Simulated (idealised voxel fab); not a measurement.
process module | voxel wiring stack
cross-section cut | 165 nm wide | cells 5 nm
A cross-section is a grid of square cells, given in bands from the top down. A band is one or more rows of cells.
Each band's line starts with the height of the band's top and of its bottom, in nm. Then come its materials from left to right, each with its width in nm. One material with "throughout" fills the band from edge to edge. "air" is empty space.
Height 0 is the level under which the wafer as received is all one material. The lowest band goes on downwards, as in "0 down".
A width such as "30 to 40" changes by the same amount from each row of cells to the next, from the band's top row to its bottom row.
"no change" after a step means that no cell of the cross-section changed.
closed voids: empty space of 8 cells or more with no open way to the top, each as width x height at its distance from the left edge, in nm
after a step's settings: what the simulator itself notes on the step
overlay nm, on a step with a mask: how far to the right of its planned place the mask lay; to the left if negative
plan
1 op RECEIVE | material Si
2 op CONFORMAL_DEP | material SiO2 | thk nm 10
3 op CONFORMAL_DEP | material SiCN | thk nm 5
4 op DIRECTIONAL_DEP | material SiO2 | thk nm 25
5 op DIRECTIONAL_DEP | material aC | thk nm 10
6 op PATTERN | tone open | mask id METAL_1 | material resist | width nm 30 | pitch nm 45 | thk nm 25 | overlay nm 0
7 op DIRECTIONAL_ETCH | etch materials aC | depth nm 10
8 op STRIP | etch materials resist
9 op DIRECTIONAL_ETCH | etch materials SiO2 | depth nm 25
10 op DIRECTIONAL_ETCH | etch materials SiCN | depth nm 5
11 op STRIP | etch materials aC
12 op CONFORMAL_DEP | material TiN | thk nm 5
13 op FILL_DEP | material W | thk nm 5
14 op CMP | height nm 40
15 op CONFORMAL_DEP | material SiCN | thk nm 5
16 op DIRECTIONAL_DEP | material lowk | thk nm 15
17 op DIRECTIONAL_DEP | material aC | thk nm 15
18 op PATTERN | tone open | mask id PLUG_1 | material resist | width nm 15 | pitch nm 90 | thk nm 35 | overlay nm 0
19 op DIRECTIONAL_ETCH | etch materials aC | depth nm 15
20 op STRIP | etch materials resist
21 op DIRECTIONAL_ETCH | etch materials lowk | depth nm 15
22 op DIRECTIONAL_ETCH | etch materials SiCN | depth nm 5
23 op STRIP | etch materials aC
24 op EPI | material Ru | thk nm 10
25 op EPI | material Ru | thk nm 10
26 op DIRECTIONAL_DEP | material TiN | thk nm 5
27 op DIRECTIONAL_DEP | material W | thk nm 25
28 op MASKED_ETCH | tone cover | mask id METAL_2 | width nm 20 | pitch nm 45 | etch materials W | depth nm 25 | overlay nm 0
29 op MASKED_ETCH | tone cover | mask id METAL_2 | width nm 30 | pitch nm 45 | etch materials TiN | depth nm 5 | overlay nm 0
30 op CONFORMAL_DEP | material SiCN | thk nm 5
31 op FILL_DEP | material SiO2 | thk nm 5
32 op CMP | height nm 90
33 op CONFORMAL_DEP | material SiCN | thk nm 5
34 op DIRECTIONAL_DEP | material lowk | thk nm 25
35 op DIRECTIONAL_DEP | material aC | thk nm 15
36 op PATTERN | tone open | mask id METAL_3_HOLES | material resist | width nm 15 | pitch nm 45 | thk nm 35 | overlay nm 0
37 op DIRECTIONAL_ETCH | etch materials aC | depth nm 15
38 op STRIP | etch materials resist
39 op DIRECTIONAL_ETCH | etch materials lowk | depth nm 25
40 op STRIP | etch materials aC
41 op PATTERN | tone open | mask id METAL_3 | material resist | width nm 30 | pitch nm 45 | thk nm 15 | overlay nm 0
42 op DIRECTIONAL_ETCH | etch materials lowk | depth nm 15
43 op DIRECTIONAL_ETCH | etch materials SiCN | depth nm 5
44 op STRIP | etch materials resist
45 op CONFORMAL_DEP | material TiN | thk nm 5
46 op FILL_DEP | material Cu | thk nm 5
47 op CMP | height nm 120
48 op CONFORMAL_DEP | material SiCN | thk nm 5
varied across the wafers: width nm of step 28. The plan shows the first wafer's value. All wafers start alike
first wafer as received, after step 1
  0 down: Si throughout
  closed voids: none
each wafer at the end: cells of each material gained (+) or lost (-) since it was received, then its closed voids
width nm 20 | +33 Cu | +24 Ru | +150 SiCN | +210 SiO2 | +114 TiN | +120 W | +174 lowk | closed voids: none
width nm 25 | +33 Cu | +24 Ru | +147 SiCN | +198 SiO2 | +114 TiN | +135 W | +174 lowk | closed voids: none
width nm 30 | +33 Cu | +24 Ru | +144 SiCN | +186 SiO2 | +114 TiN | +150 W | +174 lowk | closed voids: none
